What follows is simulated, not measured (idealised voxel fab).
process module | voxel self aligned contacts
cross-section cut | 220 nm wide | cells 5 nm
A cross-section is a grid of square cells, given in bands from the top down. A band is one or more rows of cells.
Each band's line starts with the height of the band's top and of its bottom, in nm. Then come its materials from left to right, each with its width in nm. One material with "throughout" fills the band from edge to edge. "air" is empty space.
Height 0 is the level under which the wafer as received is all one material. The lowest band goes on downwards, as in "0 down".
A width such as "30 to 40" changes by the same amount from each row of cells to the next, from the band's top row to its bottom row.
"no change" after a step means that no cell of the cross-section changed.
closed voids: empty space of 8 cells or more with no open way to the top, each as width x height at its distance from the left edge, in nm
after a step's settings: what the simulator itself notes on the step
overlay nm, on a step with a mask: how far to the right of its planned place the mask lay; to the left if negative
plan
1 op RECEIVE | material Si
2 op OXIDIZE | depth nm 5
3 op DIRECTIONAL_DEP | material polySi | thk nm 20
4 op DIRECTIONAL_DEP | material SiN | thk nm 15
5 op PATTERN | tone cover | mask id GATE | material resist | width nm 25 | pitch nm 50 | thk nm 15 | overlay nm 0
6 op DIRECTIONAL_ETCH | etch materials SiN | depth nm 15
7 op DIRECTIONAL_ETCH | etch materials polySi | depth nm 20
8 op STRIP | etch materials resist
9 op CONFORMAL_DEP | material SiN | thk nm 5
10 op DIRECTIONAL_ETCH | etch materials SiN | depth nm 5
11 op FILL_DEP | material SiO2 | thk nm 10
12 op CMP | height nm 40
13 op PATTERN | tone open | mask id CONTACT | material resist | width nm 35 | pitch nm 50 | thk nm 15 | overlay nm 0
14 op DIRECTIONAL_ETCH | etch materials SiO2 | depth nm 45
15 op STRIP | etch materials resist
16 op CONFORMAL_DEP | material TiN | thk nm 5
17 op FILL_DEP | material Ru | thk nm 10
18 op CMP | height nm 40
19 op CONFORMAL_DEP | material SiCN | thk nm 5
as received, after step 1
  0 down: Si throughout
  closed voids: none
a wafer at the end: this start, this plan, one mistake
  45 to 40: SiCN throughout
  40 to 35: SiO2 65 | TiN 35 | SiO2 15 | TiN 35 | SiO2 70
  35 to 20: SiN 50 | SiO2 15 | SiN 35 | SiO2 15 | SiN 35 | SiO2 15 | SiN 55
  20 to 0: polySi 45 | SiN 5 | SiO2 15 | SiN 5 | polySi 25 | SiN 5 | SiO2 15 | SiN 5 | polySi 25 | SiN 5 | SiO2 15 | SiN 5 | polySi 50
  0 to -5: SiO2 throughout
  -5 down: Si throughout
  closed voids: none
what went wrong: step 5 ran as: op PATTERN | tone open | mask id GATE | material resist | width nm 25 | pitch nm 50 | thk nm 15 | overlay nm 0
